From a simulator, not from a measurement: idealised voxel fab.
The following is a process module called voxel ribs on slabs.
We display cut, a cross-section 165 nm in width whose square cells are each 5 nm.
Cross-section = grid of square cells, listed top down in bands; band = one or more rows.
Band: top height; bottom height; in nm. Then, left to right: material with width in nm, for each material. "throughout": a single material spanning edge to edge. "blank": empty space.
Zero point of the height axis is 0; under it, received wafer = one material. Lowest band: continues down indefinitely, "from 0 down".
The notation "30..40" denotes a width that varies across the rows of cells in the band, beginning at the first number in the top row, finishing at the second number in the bottom row, and changing by an identical amount from each row to the next.
Reading "remained unchanged" for a step: not a cell of the cross-section changed in it.
The entry "Voids, sealed" lists the empty spaces that cover at least 8 cells and have no open path to the top. Each is written as width x height at distance, where the distance is measured from the left edge and all three values are in nm.
Past the settings on a step's line: simulator remark, on that step.
The optional step-line setting "overlay nm" applies to steps with a mask and quantifies how far to the right of its planned location the mask lay, a negative value indicating leftward placement.

List of planned process steps
step 1: op RECEIVE | material Si
step 2: op DIRECTIONAL_DEP | material SiO2 | thk nm 20
step 3: op DIRECTIONAL_DEP | material SiN | thk nm 15
step 4: op PATTERN | tone cover | mask id RIB | material resist | width nm 15 | thk nm 20 | overlay nm 0
step 5: op DIRECTIONAL_ETCH | etch materials SiN | depth nm 5
step 6: op STRIP | etch materials resist
step 7: op MASKED_ETCH | tone cover | mask id SLAB | width nm 55 | etch materials SiN | depth nm 10 | overlay nm 0
step 8: op FILL_DEP | material SiO2 | thk nm 25
step 9: op CMP | height nm 55
step 10: op DIRECTIONAL_DEP | material TiN | thk nm 10
step 11: op DIRECTIONAL_DEP | material aC | thk nm 10
step 12: op PATTERN | tone cover | mask id HEATER | material resist | width nm 15 | thk nm 30 | overlay nm 0
step 13: op DIRECTIONAL_ETCH | etch materials aC | depth nm 10
step 14: op STRIP | etch materials resist
step 15: op DIRECTIONAL_ETCH | etch materials TiN | depth nm 10
step 16: op STRIP | etch materials aC
step 17: op CONFORMAL_DEP | material SiO2 | thk nm 10
Among the wafers covered here, the point of difference is the width nm at step 12; their starting state is shared, and the plan presents the value of the first wafer.

Cross-section of the first of several wafers on receipt, reflecting completion of step 1
  from 0 down | Si throughout
  Voids, sealed: none

Basically each wafer gets a line in the table, showing it at the end of the module: material by material, the cells it gained (+) or lost (-) since we got it, then its closed voids
width nm 15 | +25 SiN | +412 SiO2 | +6 TiN | Voids, sealed: none
width nm 20 | +25 SiN | +412 SiO2 | +8 TiN | Voids, sealed: none
width nm 25 | +25 SiN | +412 SiO2 | +10 TiN | Voids, sealed: none
width nm 30 | +25 SiN | +412 SiO2 | +12 TiN | Voids, sealed: none
width nm 35 | +25 SiN | +412 SiO2 | +14 TiN | Voids, sealed: none
width nm 40 | +25 SiN | +412 SiO2 | +16 TiN | Voids, sealed: none
